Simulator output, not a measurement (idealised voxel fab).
process module | voxel wiring stack
cross-section cut | 165 nm wide | cells 5 nm
A cross-section is a grid of square cells, given in bands from the top down. A band is one or more rows of cells.
Each band's line starts with the height of the band's top and of its bottom, in nm. Then come its materials from left to right, each with its width in nm. One material with "throughout" fills the band from edge to edge. "air" is empty space.
Height 0 is the level under which the wafer as received is all one material. The lowest band goes on downwards, as in "0 down".
A width such as "30 to 40" changes by the same amount from each row of cells to the next, from the band's top row to its bottom row.
"no change" after a step means that no cell of the cross-section changed.
closed voids: empty space of 8 cells or more with no open way to the top, each as width x height at its distance from the left edge, in nm
after a step's settings: what the simulator itself notes on the step
overlay nm, on a step with a mask: how far to the right of its planned place the mask lay; to the left if negative
plan
1 op RECEIVE | material Si
2 op CONFORMAL_DEP | material SiO2 | thk nm 15
3 op DIRECTIONAL_DEP | material TiN | thk nm 5
4 op DIRECTIONAL_DEP | material W | thk nm 20
5 op DIRECTIONAL_DEP | material aC | thk nm 10
6 op PATTERN | tone cover | mask id METAL_1 | material resist | width nm 30 | pitch nm 45 | thk nm 30 | overlay nm 0
7 op DIRECTIONAL_ETCH | etch materials aC | depth nm 10
8 op STRIP | etch materials resist
9 op DIRECTIONAL_ETCH | etch materials W | depth nm 20
10 op DIRECTIONAL_ETCH | etch materials TiN | depth nm 5
11 op STRIP | etch materials aC
12 op CONFORMAL_DEP | material SiN | thk nm 5
13 op FILL_DEP | material lowk | thk nm 5
14 op CMP | height nm 40
15 op CONFORMAL_DEP | material SiCN | thk nm 5
16 op DIRECTIONAL_DEP | material SiO2 | thk nm 20
17 op DIRECTIONAL_DEP | material aC | thk nm 10
18 op PATTERN | tone open | mask id PLUG_1 | material resist | width nm 15 | pitch nm 90 | thk nm 25 | overlay nm 0
19 op DIRECTIONAL_ETCH | etch materials aC | depth nm 10
20 op STRIP | etch materials resist
21 op DIRECTIONAL_ETCH | etch materials SiO2 | depth nm 20
22 op DIRECTIONAL_ETCH | etch materials SiCN | depth nm 5
23 op STRIP | etch materials aC
24 op EPI | material Ru | thk nm 10
25 op EPI | material Ru | thk nm 10
26 op EPI | material Ru | thk nm 5
27 op DIRECTIONAL_DEP | material TiN | thk nm 5
28 op DIRECTIONAL_DEP | material W | thk nm 25
29 op DIRECTIONAL_DEP | material aC | thk nm 10
30 op PATTERN | tone cover | mask id METAL_2 | material resist | width nm 30 | pitch nm 45 | thk nm 30 | overlay nm 0
31 op DIRECTIONAL_ETCH | etch materials aC | depth nm 10
32 op STRIP | etch materials resist
33 op DIRECTIONAL_ETCH | etch materials W | depth nm 25
34 op DIRECTIONAL_ETCH | etch materials TiN | depth nm 5
35 op STRIP | etch materials aC
36 op CONFORMAL_DEP | material SiN | thk nm 5
37 op FILL_DEP | material lowk | thk nm 5
38 op CMP | height nm 95
39 op CONFORMAL_DEP | material SiCN | thk nm 5
40 op DIRECTIONAL_DEP | material lowk | thk nm 10
41 op MASKED_ETCH | tone open | mask id PLUG_2 | width nm 15 | pitch nm 90 | etch materials lowk | depth nm 10 | overlay nm 0
42 op MASKED_ETCH | tone open | mask id PLUG_2 | width nm 15 | pitch nm 90 | etch materials SiCN | depth nm 5 | overlay nm 0
43 op EPI | material Ru | thk nm 10
44 op EPI | material Ru | thk nm 5
45 op DIRECTIONAL_DEP | material TiN | thk nm 5
46 op DIRECTIONAL_DEP | material W | thk nm 15
47 op MASKED_ETCH | tone cover | mask id METAL_3 | width nm 30 | pitch nm 45 | etch materials W | depth nm 15 | overlay nm 0
48 op MASKED_ETCH | tone cover | mask id METAL_3 | width nm 30 | pitch nm 45 | etch materials TiN | depth nm 5 | overlay nm 0
49 op FILL_DEP | material SiO2 | thk nm 10
50 op CMP | height nm 130
51 op CONFORMAL_DEP | material SiCN | thk nm 5
52 op DIRECTIONAL_DEP | material lowk | thk nm 10
53 op PATTERN | tone open | mask id PLUG_3 | material resist | width nm 15 | pitch nm 45 | thk nm 20 | overlay nm 0
54 op DIRECTIONAL_ETCH | etch materials lowk | depth nm 10
55 op DIRECTIONAL_ETCH | etch materials SiCN | depth nm 5
56 op STRIP | etch materials resist
57 op CONFORMAL_DEP | material TiN | thk nm 5
58 op FILL_DEP | material Cu | thk nm 5
59 op CMP | height nm 145
60 op DIRECTIONAL_DEP | material TiN | thk nm 5
61 op DIRECTIONAL_DEP | material W | thk nm 20
62 op MASKED_ETCH | tone cover | mask id METAL_4 | width nm 30 | pitch nm 45 | etch materials W | depth nm 20 | overlay nm 0
63 op MASKED_ETCH | tone cover | mask id METAL_4 | width nm 30 | pitch nm 45 | etch materials TiN | depth nm 5 | overlay nm 0
64 op CONFORMAL_DEP | material SiCN | thk nm 5
65 op FILL_DEP | material SiO2 | thk nm 10
66 op CMP | height nm 170
67 op CONFORMAL_DEP | material SiCN | thk nm 5
first wafer, as planned
as received, after step 1
  0 down: Si throughout
  closed voids: none
after step 2
  15 to 0: SiO2 throughout
  below 0: unchanged
after step 3
  20 to 15: TiN throughout
  below 15: unchanged
after step 4
  40 to 20: W throughout
  below 20: unchanged
after step 5
  50 to 40: aC throughout
  below 40: unchanged
after step 6
  80 to 50: air 20 | resist 30 | air 15 | resist 30 | air 15 | resist 30 | air 25
  below 50: unchanged
after step 7
  70 to 50: air 20 | resist 30 | air 15 | resist 30 | air 15 | resist 30 | air 25
  50 to 40: air 20 | aC 30 | air 15 | aC 30 | air 15 | aC 30 | air 25
  below 40: unchanged
after step 8
  50 to 40: air 20 | aC 30 | air 15 | aC 30 | air 15 | aC 30 | air 25
  below 40: unchanged
after step 9
  50 to 40: air 20 | aC 30 | air 15 | aC 30 | air 15 | aC 30 | air 25
  40 to 20: air 20 | W 30 | air 15 | W 30 | air 15 | W 30 | air 25
  below 20: unchanged
after step 10
  50 to 40: air 20 | aC 30 | air 15 | aC 30 | air 15 | aC 30 | air 25
  40 to 20: air 20 | W 30 | air 15 | W 30 | air 15 | W 30 | air 25
  20 to 15: air 20 | TiN 30 | air 15 | TiN 30 | air 15 | TiN 30 | air 25
  below 15: unchanged
after step 11
  40 to 20: air 20 | W 30 | air 15 | W 30 | air 15 | W 30 | air 25
  below 20: unchanged
after step 12
  45 to 40: air 15 | SiN 40 | air 5 | SiN 40 | air 5 | SiN 40 | air 20
  40 to 20: air 15 | SiN 5 | W 30 | SiN 5 | air 5 | SiN 5 | W 30 | SiN 5 | air 5 | SiN 5 | W 30 | SiN 5 | air 20
  20 to 15: SiN 20 | TiN 30 | SiN 15 | TiN 30 | SiN 15 | TiN 30 | SiN 25
  below 15: unchanged
after step 13
  50 to 45: lowk throughout
  45 to 40: lowk 15 | SiN 40 | lowk 5 | SiN 40 | lowk 5 | SiN 40 | lowk 20
  40 to 20: lowk 15 | SiN 5 | W 30 | SiN 5 | lowk 5 | SiN 5 | W 30 | SiN 5 | lowk 5 | SiN 5 | W 30 | SiN 5 | lowk 20
  below 20: unchanged
after step 14
  40 to 20: lowk 15 | SiN 5 | W 30 | SiN 5 | lowk 5 | SiN 5 | W 30 | SiN 5 | lowk 5 | SiN 5 | W 30 | SiN 5 | lowk 20
  below 20: unchanged
after step 15
  45 to 40: SiCN throughout
  below 40: unchanged
after step 16
  65 to 45: SiO2 throughout
  below 45: unchanged
after step 17
  75 to 65: aC throughout
  below 65: unchanged
after step 18
  100 to 75: resist 20 | air 15 | resist 75 | air 15 | resist 40
  below 75: unchanged
after step 19
  90 to 75: resist 20 | air 15 | resist 75 | air 15 | resist 40
  75 to 65: aC 20 | air 15 | aC 75 | air 15 | aC 40
  below 65: unchanged
after step 20
  75 to 65: aC 20 | air 15 | aC 75 | air 15 | aC 40
  below 65: unchanged
after step 21
  75 to 65: aC 20 | air 15 | aC 75 | air 15 | aC 40
  65 to 45: SiO2 20 | air 15 | SiO2 75 | air 15 | SiO2 40
  below 45: unchanged
after step 22
  75 to 65: aC 20 | air 15 | aC 75 | air 15 | aC 40
  65 to 45: SiO2 20 | air 15 | SiO2 75 | air 15 | SiO2 40
  45 to 40: SiCN 20 | air 15 | SiCN 75 | air 15 | SiCN 40
  below 40: unchanged
after step 23
  65 to 45: SiO2 20 | air 15 | SiO2 75 | air 15 | SiO2 40
  below 45: unchanged
after step 24
  65 to 50: SiO2 20 | air 15 | SiO2 75 | air 15 | SiO2 40
  50 to 45: SiO2 20 | Ru 15 | SiO2 75 | Ru 15 | SiO2 40
  45 to 40: SiCN 20 | Ru 15 | SiCN 75 | Ru 15 | SiCN 40
  below 40: unchanged
after step 25
  65 to 60: SiO2 20 | air 15 | SiO2 75 | air 15 | SiO2 40
  60 to 45: SiO2 20 | Ru 15 | SiO2 75 | Ru 15 | SiO2 40
  below 45: unchanged
after step 26
  65 to 45: SiO2 20 | Ru 15 | SiO2 75 | Ru 15 | SiO2 40
  below 45: unchanged
after step 27
  70 to 65: TiN throughout
  below 65: unchanged
after step 28
  95 to 70: W throughout
  below 70: unchanged
after step 29
  105 to 95: aC throughout
  below 95: unchanged
after step 30
  135 to 105: air 20 | resist 30 | air 15 | resist 30 | air 15 | resist 30 | air 25
  below 105: unchanged
after step 31
  125 to 105: air 20 | resist 30 | air 15 | resist 30 | air 15 | resist 30 | air 25
  105 to 95: air 20 | aC 30 | air 15 | aC 30 | air 15 | aC 30 | air 25
  below 95: unchanged
after step 32
  105 to 95: air 20 | aC 30 | air 15 | aC 30 | air 15 | aC 30 | air 25
  below 95: unchanged
after step 33
  105 to 95: air 20 | aC 30 | air 15 | aC 30 | air 15 | aC 30 | air 25
  95 to 70: air 20 | W 30 | air 15 | W 30 | air 15 | W 30 | air 25
  below 70: unchanged
after step 34
  105 to 95: air 20 | aC 30 | air 15 | aC 30 | air 15 | aC 30 | air 25
  95 to 70: air 20 | W 30 | air 15 | W 30 | air 15 | W 30 | air 25
  70 to 65: air 20 | TiN 30 | air 15 | TiN 30 | air 15 | TiN 30 | air 25
  below 65: unchanged
after step 35
  95 to 70: air 20 | W 30 | air 15 | W 30 | air 15 | W 30 | air 25
  below 70: unchanged
after step 36
  100 to 95: air 15 | SiN 40 | air 5 | SiN 40 | air 5 | SiN 40 | air 20
  95 to 70: air 15 | SiN 5 | W 30 | SiN 5 | air 5 | SiN 5 | W 30 | SiN 5 | air 5 | SiN 5 | W 30 | SiN 5 | air 20
  70 to 65: SiN 20 | TiN 30 | SiN 15 | TiN 30 | SiN 15 | TiN 30 | SiN 25
  below 65: unchanged
after step 37
  105 to 100: lowk throughout
  100 to 95: lowk 15 | SiN 40 | lowk 5 | SiN 40 | lowk 5 | SiN 40 | lowk 20
  95 to 70: lowk 15 | SiN 5 | W 30 | SiN 5 | lowk 5 | SiN 5 | W 30 | SiN 5 | lowk 5 | SiN 5 | W 30 | SiN 5 | lowk 20
  below 70: unchanged
after step 38
  95 to 70: lowk 15 | SiN 5 | W 30 | SiN 5 | lowk 5 | SiN 5 | W 30 | SiN 5 | lowk 5 | SiN 5 | W 30 | SiN 5 | lowk 20
  below 70: unchanged
after step 39
  100 to 95: SiCN throughout
  below 95: unchanged
after step 40
  110 to 100: lowk throughout
  below 100: unchanged
after step 41
  110 to 100: lowk 20 | air 15 | lowk 75 | air 15 | lowk 40
  below 100: unchanged
after step 42
  110 to 100: lowk 20 | air 15 | lowk 75 | air 15 | lowk 40
  100 to 95: SiCN 20 | air 15 | SiCN 75 | air 15 | SiCN 40
  below 95: unchanged
after step 43
  110 to 105: lowk 20 | air 15 | lowk 75 | air 15 | lowk 40
  105 to 100: lowk 20 | Ru 15 | lowk 75 | Ru 15 | lowk 40
  100 to 95: SiCN 20 | Ru 15 | SiCN 75 | Ru 15 | SiCN 40
  below 95: unchanged
after step 44
  110 to 100: lowk 20 | Ru 15 | lowk 75 | Ru 15 | lowk 40
  below 100: unchanged
after step 45
  115 to 110: TiN throughout
  below 110: unchanged
after step 46
  130 to 115: W throughout
  below 115: unchanged
after step 47
  130 to 115: air 20 | W 30 | air 15 | W 30 | air 15 | W 30 | air 25
  below 115: unchanged
after step 48
  130 to 115: air 20 | W 30 | air 15 | W 30 | air 15 | W 30 | air 25
  115 to 110: air 20 | TiN 30 | air 15 | TiN 30 | air 15 | TiN 30 | air 25
  below 110: unchanged
after step 49
  140 to 130: SiO2 throughout
  130 to 115: SiO2 20 | W 30 | SiO2 15 | W 30 | SiO2 15 | W 30 | SiO2 25
  115 to 110: SiO2 20 | TiN 30 | SiO2 15 | TiN 30 | SiO2 15 | TiN 30 | SiO2 25
  below 110: unchanged
after step 50
  130 to 115: SiO2 20 | W 30 | SiO2 15 | W 30 | SiO2 15 | W 30 | SiO2 25
  below 115: unchanged
after step 51
  135 to 130: SiCN throughout
  below 130: unchanged
after step 52
  145 to 135: lowk throughout
  below 135: unchanged
after step 53
  165 to 145: resist 20 | air 15 | resist 30 | air 15 | resist 30 | air 15 | resist 40
  below 145: unchanged
after step 54
  165 to 145: resist 20 | air 15 | resist 30 | air 15 | resist 30 | air 15 | resist 40
  145 to 135: lowk 20 | air 15 | lowk 30 | air 15 | lowk 30 | air 15 | lowk 40
  below 135: unchanged
after step 55
  165 to 145: resist 20 | air 15 | resist 30 | air 15 | resist 30 | air 15 | resist 40
  145 to 135: lowk 20 | air 15 | lowk 30 | air 15 | lowk 30 | air 15 | lowk 40
  135 to 130: SiCN 20 | air 15 | SiCN 30 | air 15 | SiCN 30 | air 15 | SiCN 40
  below 130: unchanged
after step 56
  145 to 135: lowk 20 | air 15 | lowk 30 | air 15 | lowk 30 | air 15 | lowk 40
  below 135: unchanged
after step 57
  150 to 145: TiN 25 | air 5 | TiN 40 | air 5 | TiN 40 | air 5 | TiN 45
  145 to 135: lowk 20 | TiN 5 | air 5 | TiN 5 | lowk 30 | TiN 5 | air 5 | TiN 5 | lowk 30 | TiN 5 | air 5 | TiN 5 | lowk 40
  135 to 130: SiCN 20 | TiN 15 | SiCN 30 | TiN 15 | SiCN 30 | TiN 15 | SiCN 40
  below 130: unchanged
after step 58
  155 to 150: Cu throughout
  150 to 145: TiN 25 | Cu 5 | TiN 40 | Cu 5 | TiN 40 | Cu 5 | TiN 45
  145 to 135: lowk 20 | TiN 5 | Cu 5 | TiN 5 | lowk 30 | TiN 5 | Cu 5 | TiN 5 | lowk 30 | TiN 5 | Cu 5 | TiN 5 | lowk 40
  below 135: unchanged
after step 59
  145 to 135: lowk 20 | TiN 5 | Cu 5 | TiN 5 | lowk 30 | TiN 5 | Cu 5 | TiN 5 | lowk 30 | TiN 5 | Cu 5 | TiN 5 | lowk 40
  below 135: unchanged
after step 60
  150 to 145: TiN throughout
  below 145: unchanged
after step 61
  170 to 150: W throughout
  below 150: unchanged
after step 62
  170 to 150: air 20 | W 30 | air 15 | W 30 | air 15 | W 30 | air 25
  below 150: unchanged
after step 63
  170 to 150: air 20 | W 30 | air 15 | W 30 | air 15 | W 30 | air 25
  150 to 145: air 20 | TiN 30 | air 15 | TiN 30 | air 15 | TiN 30 | air 25
  below 145: unchanged
after step 64
  175 to 170: air 15 | SiCN 40 | air 5 | SiCN 40 | air 5 | SiCN 40 | air 20
  170 to 150: air 15 | SiCN 5 | W 30 | SiCN 5 | air 5 | SiCN 5 | W 30 | SiCN 5 | air 5 | SiCN 5 | W 30 | SiCN 5 | air 20
  150 to 145: SiCN 20 | TiN 30 | SiCN 15 | TiN 30 | SiCN 15 | TiN 30 | SiCN 25
  below 145: unchanged
after step 65
  185 to 175: SiO2 throughout
  175 to 170: SiO2 15 | SiCN 40 | SiO2 5 | SiCN 40 | SiO2 5 | SiCN 40 | SiO2 20
  170 to 150: SiO2 15 | SiCN 5 | W 30 | SiCN 5 | SiO2 5 | SiCN 5 | W 30 | SiCN 5 | SiO2 5 | SiCN 5 | W 30 | SiCN 5 | SiO2 20
  below 150: unchanged
after step 66
  170 to 150: SiO2 15 | SiCN 5 | W 30 | SiCN 5 | SiO2 5 | SiCN 5 | W 30 | SiCN 5 | SiO2 5 | SiCN 5 | W 30 | SiCN 5 | SiO2 20
  below 150: unchanged
after step 67
  175 to 170: SiCN throughout
  below 170: unchanged
second wafer: like start, like plan, one mistake. Through step 2 it matches the first wafer
when step 3 should have ended: no change
when step 4 should have ended
  35 to 15: W throughout
  below 15: unchanged
when step 5 should have ended
  45 to 35: aC throughout
  below 35: unchanged
when step 6 should have ended
  75 to 45: air 20 | resist 30 | air 15 | resist 30 | air 15 | resist 30 | air 25
  below 45: unchanged
when step 7 should have ended
  65 to 45: air 20 | resist 30 | air 15 | resist 30 | air 15 | resist 30 | air 25
  45 to 35: air 20 | aC 30 | air 15 | aC 30 | air 15 | aC 30 | air 25
  below 35: unchanged
when step 8 should have ended
  45 to 35: air 20 | aC 30 | air 15 | aC 30 | air 15 | aC 30 | air 25
  below 35: unchanged
when step 9 should have ended
  45 to 35: air 20 | aC 30 | air 15 | aC 30 | air 15 | aC 30 | air 25
  35 to 15: air 20 | W 30 | air 15 | W 30 | air 15 | W 30 | air 25
  below 15: unchanged
when step 10 should have ended: no change
when step 11 should have ended
  35 to 15: air 20 | W 30 | air 15 | W 30 | air 15 | W 30 | air 25
  below 15: unchanged
when step 12 should have ended
  40 to 35: air 15 | SiN 40 | air 5 | SiN 40 | air 5 | SiN 40 | air 20
  35 to 20: air 15 | SiN 5 | W 30 | SiN 5 | air 5 | SiN 5 | W 30 | SiN 5 | air 5 | SiN 5 | W 30 | SiN 5 | air 20
  20 to 15: SiN 20 | W 30 | SiN 15 | W 30 | SiN 15 | W 30 | SiN 25
  below 15: unchanged
when step 13 should have ended
  45 to 40: lowk throughout
  40 to 35: lowk 15 | SiN 40 | lowk 5 | SiN 40 | lowk 5 | SiN 40 | lowk 20
  35 to 20: lowk 15 | SiN 5 | W 30 | SiN 5 | lowk 5 | SiN 5 | W 30 | SiN 5 | lowk 5 | SiN 5 | W 30 | SiN 5 | lowk 20
  below 20: unchanged
when step 14 should have ended
  40 to 35: lowk 15 | SiN 40 | lowk 5 | SiN 40 | lowk 5 | SiN 40 | lowk 20
  below 35: unchanged
when step 15 should have ended
  45 to 40: SiCN throughout
  below 40: unchanged
when step 16 should have ended
  65 to 45: SiO2 throughout
  below 45: unchanged
when step 17 should have ended
  75 to 65: aC throughout
  below 65: unchanged
when step 18 should have ended
  100 to 75: resist 20 | air 15 | resist 75 | air 15 | resist 40
  below 75: unchanged
when step 19 should have ended
  90 to 75: resist 20 | air 15 | resist 75 | air 15 | resist 40
  75 to 65: aC 20 | air 15 | aC 75 | air 15 | aC 40
  below 65: unchanged
when step 20 should have ended
  75 to 65: aC 20 | air 15 | aC 75 | air 15 | aC 40
  below 65: unchanged
when step 21 should have ended
  75 to 65: aC 20 | air 15 | aC 75 | air 15 | aC 40
  65 to 45: SiO2 20 | air 15 | SiO2 75 | air 15 | SiO2 40
  below 45: unchanged
when step 22 should have ended
  75 to 65: aC 20 | air 15 | aC 75 | air 15 | aC 40
  65 to 45: SiO2 20 | air 15 | SiO2 75 | air 15 | SiO2 40
  45 to 40: SiCN 20 | air 15 | SiCN 75 | air 15 | SiCN 40
  below 40: unchanged
when step 23 should have ended
  65 to 45: SiO2 20 | air 15 | SiO2 75 | air 15 | SiO2 40
  below 45: unchanged
when step 24 should have ended: no change
when step 25 should have ended: no change
when step 26 should have ended: no change
when step 27 should have ended
  70 to 65: TiN 20 | air 15 | TiN 75 | air 15 | TiN 40
  65 to 45: SiO2 20 | air 15 | SiO2 75 | air 15 | SiO2 40
  45 to 40: SiCN 20 | TiN 15 | SiCN 75 | TiN 15 | SiCN 40
  below 40: unchanged
when step 28 should have ended
  95 to 70: W 20 | air 15 | W 75 | air 15 | W 40
  70 to 65: TiN 20 | W 15 | TiN 75 | W 15 | TiN 40
  65 to 45: SiO2 20 | W 15 | SiO2 75 | W 15 | SiO2 40
  below 45: unchanged
when step 29 should have ended
  105 to 95: aC 20 | air 15 | aC 75 | air 15 | aC 40
  95 to 80: W 20 | air 15 | W 75 | air 15 | W 40
  80 to 70: W 20 | aC 15 | W 75 | aC 15 | W 40
  below 70: unchanged
when step 30 should have ended
  135 to 105: air 20 | resist 30 | air 15 | resist 30 | air 15 | resist 30 | air 25
  105 to 95: aC 20 | resist 15 | aC 75 | resist 15 | aC 40
  95 to 80: W 20 | resist 15 | W 75 | resist 15 | W 40
  below 80: unchanged
when step 31 should have ended
  125 to 105: air 20 | resist 30 | air 15 | resist 30 | air 15 | resist 30 | air 25
  105 to 95: air 20 | resist 15 | aC 15 | air 15 | aC 30 | air 15 | resist 15 | aC 15 | air 25
  below 95: unchanged
when step 32 should have ended
  105 to 95: air 35 | aC 15 | air 15 | aC 30 | air 30 | aC 15 | air 25
  95 to 80: W 20 | air 15 | W 75 | air 15 | W 40
  below 80: unchanged
when step 33 should have ended
  105 to 95: air 35 | aC 15 | air 15 | aC 30 | air 30 | aC 15 | air 25
  95 to 80: air 35 | W 15 | air 15 | W 30 | air 30 | W 15 | air 25
  80 to 70: air 20 | aC 15 | W 15 | air 15 | W 30 | air 15 | aC 15 | W 15 | air 25
  below 70: unchanged
when step 34 should have ended
  105 to 95: air 35 | aC 15 | air 15 | aC 30 | air 30 | aC 15 | air 25
  95 to 80: air 35 | W 15 | air 15 | W 30 | air 30 | W 15 | air 25
  80 to 70: air 20 | aC 15 | W 15 | air 15 | W 30 | air 15 | aC 15 | W 15 | air 25
  70 to 65: air 20 | W 15 | TiN 15 | air 15 | TiN 30 | air 15 | W 15 | TiN 15 | air 25
  below 65: unchanged
when step 35 should have ended
  95 to 70: air 35 | W 15 | air 15 | W 30 | air 30 | W 15 | air 25
  below 70: unchanged
when step 36 should have ended
  100 to 95: air 30 | SiN 25 | air 5 | SiN 40 | air 20 | SiN 25 | air 20
  95 to 75: air 30 | SiN 5 | W 15 | SiN 5 | air 5 | SiN 5 | W 30 | SiN 5 | air 20 | SiN 5 | W 15 | SiN 5 | air 20
  75 to 70: air 15 | SiN 20 | W 15 | SiN 5 | air 5 | SiN 5 | W 30 | SiN 5 | air 5 | SiN 20 | W 15 | SiN 5 | air 20
  70 to 65: SiN 20 | W 15 | TiN 15 | SiN 15 | TiN 30 | SiN 15 | W 15 | TiN 15 | SiN 25
  below 65: unchanged
when step 37 should have ended
  105 to 100: lowk throughout
  100 to 95: lowk 30 | SiN 25 | lowk 5 | SiN 40 | lowk 20 | SiN 25 | lowk 20
  95 to 75: lowk 30 | SiN 5 | W 15 | SiN 5 | lowk 5 | SiN 5 | W 30 | SiN 5 | lowk 20 | SiN 5 | W 15 | SiN 5 | lowk 20
  75 to 70: lowk 15 | SiN 20 | W 15 | SiN 5 | lowk 5 | SiN 5 | W 30 | SiN 5 | lowk 5 | SiN 20 | W 15 | SiN 5 | lowk 20
  below 70: unchanged
when step 38 should have ended
  95 to 75: lowk 30 | SiN 5 | W 15 | SiN 5 | lowk 5 | SiN 5 | W 30 | SiN 5 | lowk 20 | SiN 5 | W 15 | SiN 5 | lowk 20
  below 75: unchanged
when step 39 should have ended
  100 to 95: SiCN throughout
  below 95: unchanged
when step 40 should have ended
  110 to 100: lowk throughout
  below 100: unchanged
when step 41 should have ended
  110 to 100: lowk 20 | air 15 | lowk 75 | air 15 | lowk 40
  below 100: unchanged
when step 42 should have ended
  110 to 100: lowk 20 | air 15 | lowk 75 | air 15 | lowk 40
  100 to 95: SiCN 20 | air 15 | SiCN 75 | air 15 | SiCN 40
  below 95: unchanged
when step 43 should have ended: no change
when step 44 should have ended: no change
when step 45 should have ended
  115 to 110: TiN 20 | air 15 | TiN 75 | air 15 | TiN 40
  110 to 100: lowk 20 | air 15 | lowk 75 | air 15 | lowk 40
  100 to 95: SiCN 20 | TiN 15 | SiCN 75 | TiN 15 | SiCN 40
  below 95: unchanged
when step 46 should have ended
  130 to 115: W 20 | air 15 | W 75 | air 15 | W 40
  115 to 110: TiN 20 | W 15 | TiN 75 | W 15 | TiN 40
  110 to 100: lowk 20 | W 15 | lowk 75 | W 15 | lowk 40
  below 100: unchanged
when step 47 should have ended
  130 to 115: air 35 | W 15 | air 15 | W 30 | air 30 | W 15 | air 25
  below 115: unchanged
when step 48 should have ended
  130 to 115: air 35 | W 15 | air 15 | W 30 | air 30 | W 15 | air 25
  115 to 110: air 20 | W 15 | TiN 15 | air 15 | TiN 30 | air 15 | W 15 | TiN 15 | air 25
  below 110: unchanged
when step 49 should have ended
  140 to 130: SiO2 throughout
  130 to 115: SiO2 35 | W 15 | SiO2 15 | W 30 | SiO2 30 | W 15 | SiO2 25
  115 to 110: SiO2 20 | W 15 | TiN 15 | SiO2 15 | TiN 30 | SiO2 15 | W 15 | TiN 15 | SiO2 25
  below 110: unchanged
when step 50 should have ended
  130 to 115: SiO2 35 | W 15 | SiO2 15 | W 30 | SiO2 30 | W 15 | SiO2 25
  below 115: unchanged
when step 51 should have ended
  135 to 130: SiCN throughout
  below 130: unchanged
when step 52 should have ended
  145 to 135: lowk throughout
  below 135: unchanged
when step 53 should have ended
  165 to 145: resist 20 | air 15 | resist 30 | air 15 | resist 30 | air 15 | resist 40
  below 145: unchanged
when step 54 should have ended
  165 to 145: resist 20 | air 15 | resist 30 | air 15 | resist 30 | air 15 | resist 40
  145 to 135: lowk 20 | air 15 | lowk 30 | air 15 | lowk 30 | air 15 | lowk 40
  below 135: unchanged
when step 55 should have ended
  165 to 145: resist 20 | air 15 | resist 30 | air 15 | resist 30 | air 15 | resist 40
  145 to 135: lowk 20 | air 15 | lowk 30 | air 15 | lowk 30 | air 15 | lowk 40
  135 to 130: SiCN 20 | air 15 | SiCN 30 | air 15 | SiCN 30 | air 15 | SiCN 40
  below 130: unchanged
when step 56 should have ended
  145 to 135: lowk 20 | air 15 | lowk 30 | air 15 | lowk 30 | air 15 | lowk 40
  below 135: unchanged
when step 57 should have ended
  150 to 145: TiN 25 | air 5 | TiN 40 | air 5 | TiN 40 | air 5 | TiN 45
  145 to 135: lowk 20 | TiN 5 | air 5 | TiN 5 | lowk 30 | TiN 5 | air 5 | TiN 5 | lowk 30 | TiN 5 | air 5 | TiN 5 | lowk 40
  135 to 130: SiCN 20 | TiN 15 | SiCN 30 | TiN 15 | SiCN 30 | TiN 15 | SiCN 40
  below 130: unchanged
when step 58 should have ended
  155 to 150: Cu throughout
  150 to 145: TiN 25 | Cu 5 | TiN 40 | Cu 5 | TiN 40 | Cu 5 | TiN 45
  145 to 135: lowk 20 | TiN 5 | Cu 5 | TiN 5 | lowk 30 | TiN 5 | Cu 5 | TiN 5 | lowk 30 | TiN 5 | Cu 5 | TiN 5 | lowk 40
  below 135: unchanged
when step 59 should have ended
  145 to 135: lowk 20 | TiN 5 | Cu 5 | TiN 5 | lowk 30 | TiN 5 | Cu 5 | TiN 5 | lowk 30 | TiN 5 | Cu 5 | TiN 5 | lowk 40
  below 135: unchanged
when step 60 should have ended
  150 to 145: TiN throughout
  below 145: unchanged
when step 61 should have ended
  170 to 150: W throughout
  below 150: unchanged
when step 62 should have ended
  170 to 150: air 20 | W 30 | air 15 | W 30 | air 15 | W 30 | air 25
  below 150: unchanged
when step 63 should have ended
  170 to 150: air 20 | W 30 | air 15 | W 30 | air 15 | W 30 | air 25
  150 to 145: air 20 | TiN 30 | air 15 | TiN 30 | air 15 | TiN 30 | air 25
  below 145: unchanged
when step 64 should have ended
  175 to 170: air 15 | SiCN 40 | air 5 | SiCN 40 | air 5 | SiCN 40 | air 20
  170 to 150: air 15 | SiCN 5 | W 30 | SiCN 5 | air 5 | SiCN 5 | W 30 | SiCN 5 | air 5 | SiCN 5 | W 30 | SiCN 5 | air 20
  150 to 145: SiCN 20 | TiN 30 | SiCN 15 | TiN 30 | SiCN 15 | TiN 30 | SiCN 25
  below 145: unchanged
when step 65 should have ended
  185 to 175: SiO2 throughout
  175 to 170: SiO2 15 | SiCN 40 | SiO2 5 | SiCN 40 | SiO2 5 | SiCN 40 | SiO2 20
  170 to 150: SiO2 15 | SiCN 5 | W 30 | SiCN 5 | SiO2 5 | SiCN 5 | W 30 | SiCN 5 | SiO2 5 | SiCN 5 | W 30 | SiCN 5 | SiO2 20
  below 150: unchanged
when step 66 should have ended
  170 to 150: SiO2 15 | SiCN 5 | W 30 | SiCN 5 | SiO2 5 | SiCN 5 | W 30 | SiCN 5 | SiO2 5 | SiCN 5 | W 30 | SiCN 5 | SiO2 20
  below 150: unchanged
when step 67 should have ended
  175 to 170: SiCN throughout
  below 170: unchanged
what went wrong: step 3 was left out
at the end the second wafer has, in cells: 48 fewer of Ru | 24 more of SiN | 18 more of SiO2 | 18 fewer of TiN | 24 more of lowk
